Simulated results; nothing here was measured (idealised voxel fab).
process module | voxel self aligned vias
cross-section cut | 260 nm wide | cells 5 nm
A cross-section is a grid of square cells, given in bands from the top down. A band is one or more rows of cells.
Each band's line starts with the height of the band's top and of its bottom, in nm. Then come its materials from left to right, each with its width in nm. One material with "throughout" fills the band from edge to edge. "air" is empty space.
Height 0 is the level under which the wafer as received is all one material. The lowest band goes on downwards, as in "0 down".
A width such as "30 to 40" changes by the same amount from each row of cells to the next, from the band's top row to its bottom row.
"no change" after a step means that no cell of the cross-section changed.
closed voids: empty space of 8 cells or more with no open way to the top, each as width x height at its distance from the left edge, in nm
after a step's settings: what the simulator itself notes on the step
overlay nm, on a step with a mask: how far to the right of its planned place the mask lay; to the left if negative
plan
1 op RECEIVE | material Si
2 op CONFORMAL_DEP | material SiO2 | thk nm 10
3 op CONFORMAL_DEP | material SiCN | thk nm 5
4 op DIRECTIONAL_DEP | material lowk | thk nm 30
5 op DIRECTIONAL_DEP | material aC | thk nm 15
6 op PATTERN | tone open | mask id LINES | material resist | width nm 20 | pitch nm 60 | thk nm 30 | overlay nm 0
7 op DIRECTIONAL_ETCH | etch materials aC | depth nm 15
8 op STRIP | etch materials resist
9 op DIRECTIONAL_ETCH | etch materials lowk | depth nm 30
10 op STRIP | etch materials aC
11 op CONFORMAL_DEP | material TiN | thk nm 5
12 op FILL_DEP | material Ru | thk nm 5
13 op CMP | height nm 45
14 op SELECTIVE_ETCH | etch materials W Ru TiN | depth nm 5
15 op FILL_DEP | material SiN | thk nm 5
16 op CMP | height nm 45
17 op DIRECTIONAL_DEP | material lowk | thk nm 20
18 op MASKED_ETCH | tone open | mask id VIAS | width nm 40 | pitch nm 60 | etch materials lowk | depth nm 20 | overlay nm 0
19 op MASKED_ETCH | tone open | mask id VIAS | width nm 40 | pitch nm 60 | etch materials SiN | depth nm 5 | overlay nm 0
20 op CONFORMAL_DEP | material TiN | thk nm 5
21 op FILL_DEP | material W | thk nm 5
22 op CMP | height nm 65
23 op CONFORMAL_DEP | material SiN | thk nm 5
as received, after step 1
  0 down: Si throughout
  closed voids: none
first wafer at the end, as planned
  70 to 65: SiN throughout
  65 to 50: lowk 80 | TiN 5 | W 30 | TiN 5 | lowk 20 | TiN 5 | W 30 | TiN 5 | lowk 80
  50 to 45: lowk 80 | TiN 15 | W 10 | TiN 15 | lowk 20 | TiN 15 | W 10 | TiN 15 | lowk 80
  45 to 40: lowk 90 | TiN 20 | lowk 40 | TiN 20 | lowk 90
  40 to 20: lowk 90 | TiN 5 | Ru 10 | TiN 5 | lowk 40 | TiN 5 | Ru 10 | TiN 5 | lowk 90
  20 to 15: lowk 90 | TiN 20 | lowk 40 | TiN 20 | lowk 90
  15 to 10: SiCN throughout
  10 to 0: SiO2 throughout
  0 down: Si throughout
  closed voids: none
second wafer at the end: like start, like plan, one mistake
  70 to 65: SiN throughout
  65 to 50: lowk 85 | TiN 5 | W 20 | TiN 5 | lowk 30 | TiN 5 | W 20 | TiN 5 | lowk 85
  50 to 45: lowk 85 | TiN 10 | W 10 | TiN 10 | lowk 30 | TiN 10 | W 10 | TiN 10 | lowk 85
  45 to 40: lowk 90 | TiN 20 | lowk 40 | TiN 20 | lowk 90
  40 to 20: lowk 90 | TiN 5 | Ru 10 | TiN 5 | lowk 40 | TiN 5 | Ru 10 | TiN 5 | lowk 90
  20 to 15: lowk 90 | TiN 20 | lowk 40 | TiN 20 | lowk 90
  15 to 10: SiCN throughout
  10 to 0: SiO2 throughout
  0 down: Si throughout
  closed voids: none
what went wrong: step 18 ran as: op MASKED_ETCH | tone open | mask id VIAS | width nm 30 | pitch nm 60 | etch materials lowk | depth nm 20 | overlay nm 0
at the end the second wafer has, in cells: 4 fewer of TiN | 12 fewer of W | 16 more of lowk
